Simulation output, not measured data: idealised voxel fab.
process module | voxel self aligned vias
cross-section cut | 285 nm wide | cells 5 nm
A cross-section is a grid of square cells, given in bands from the top down. A band is one or more rows of cells.
Each band's line starts with the height of the band's top and of its bottom, in nm. Then come its materials from left to right, each with its width in nm. One material with "throughout" fills the band from edge to edge. "air" is empty space.
Height 0 is the level under which the wafer as received is all one material. The lowest band goes on downwards, as in "0 down".
A width such as "30 to 40" changes by the same amount from each row of cells to the next, from the band's top row to its bottom row.
"no change" after a step means that no cell of the cross-section changed.
closed voids: empty space of 8 cells or more with no open way to the top, each as width x height at its distance from the left edge, in nm
after a step's settings: what the simulator itself notes on the step
overlay nm, on a step with a mask: how far to the right of its planned place the mask lay; to the left if negative
plan
1 op RECEIVE | material Si
2 op CONFORMAL_DEP | material SiO2 | thk nm 10
3 op CONFORMAL_DEP | material SiCN | thk nm 5
4 op DIRECTIONAL_DEP | material SiO2 | thk nm 25
5 op PATTERN | tone open | mask id LINES | material resist | width nm 20 | pitch nm 55 | thk nm 15 | overlay nm 0
6 op DIRECTIONAL_ETCH | etch materials SiO2 | depth nm 25
7 op STRIP | etch materials resist
8 op CONFORMAL_DEP | material TiN | thk nm 5
9 op FILL_DEP | material Ru | thk nm 5
10 op CMP | height nm 40
11 op SELECTIVE_ETCH | etch materials W Ru TiN | depth nm 10
12 op FILL_DEP | material SiN | thk nm 5
13 op CMP | height nm 40
14 op DIRECTIONAL_DEP | material SiO2 | thk nm 20
15 op PATTERN | tone open | mask id VIAS | material resist | width nm 40 | pitch nm 110 | thk nm 20 | overlay nm -15
16 op DIRECTIONAL_ETCH | etch materials SiO2 | depth nm 20
17 op DIRECTIONAL_ETCH | etch materials SiN | depth nm 10
18 op STRIP | etch materials resist
19 op CONFORMAL_DEP | material TiN | thk nm 5
20 op FILL_DEP | material Ru | thk nm 5
21 op CMP | height nm 60
22 op CONFORMAL_DEP | material SiCN | thk nm 5
varied across the wafers: overlay nm of step 15. The plan shows the first wafer's value. All wafers start alike
first wafer as received, after step 1
  0 down: Si throughout
  closed voids: none
each wafer at the end: cells of each material gained (+) or lost (-) since it was received, then its closed voids
overlay nm -15 | +52 Ru | +114 SiCN | +12 SiN | +503 SiO2 | +60 TiN | closed voids: none
overlay nm -10 | +56 Ru | +114 SiCN | +8 SiN | +503 SiO2 | +60 TiN | closed voids: none
overlay nm -5 | +56 Ru | +114 SiCN | +8 SiN | +503 SiO2 | +60 TiN | closed voids: none
overlay nm 0 | +56 Ru | +114 SiCN | +8 SiN | +503 SiO2 | +60 TiN | closed voids: none
overlay nm 5 | +56 Ru | +114 SiCN | +8 SiN | +503 SiO2 | +60 TiN | closed voids: none
overlay nm 10 | +56 Ru | +114 SiCN | +8 SiN | +503 SiO2 | +60 TiN | closed voids: none
overlay nm 15 | +52 Ru | +114 SiCN | +12 SiN | +503 SiO2 | +60 TiN | closed voids: none
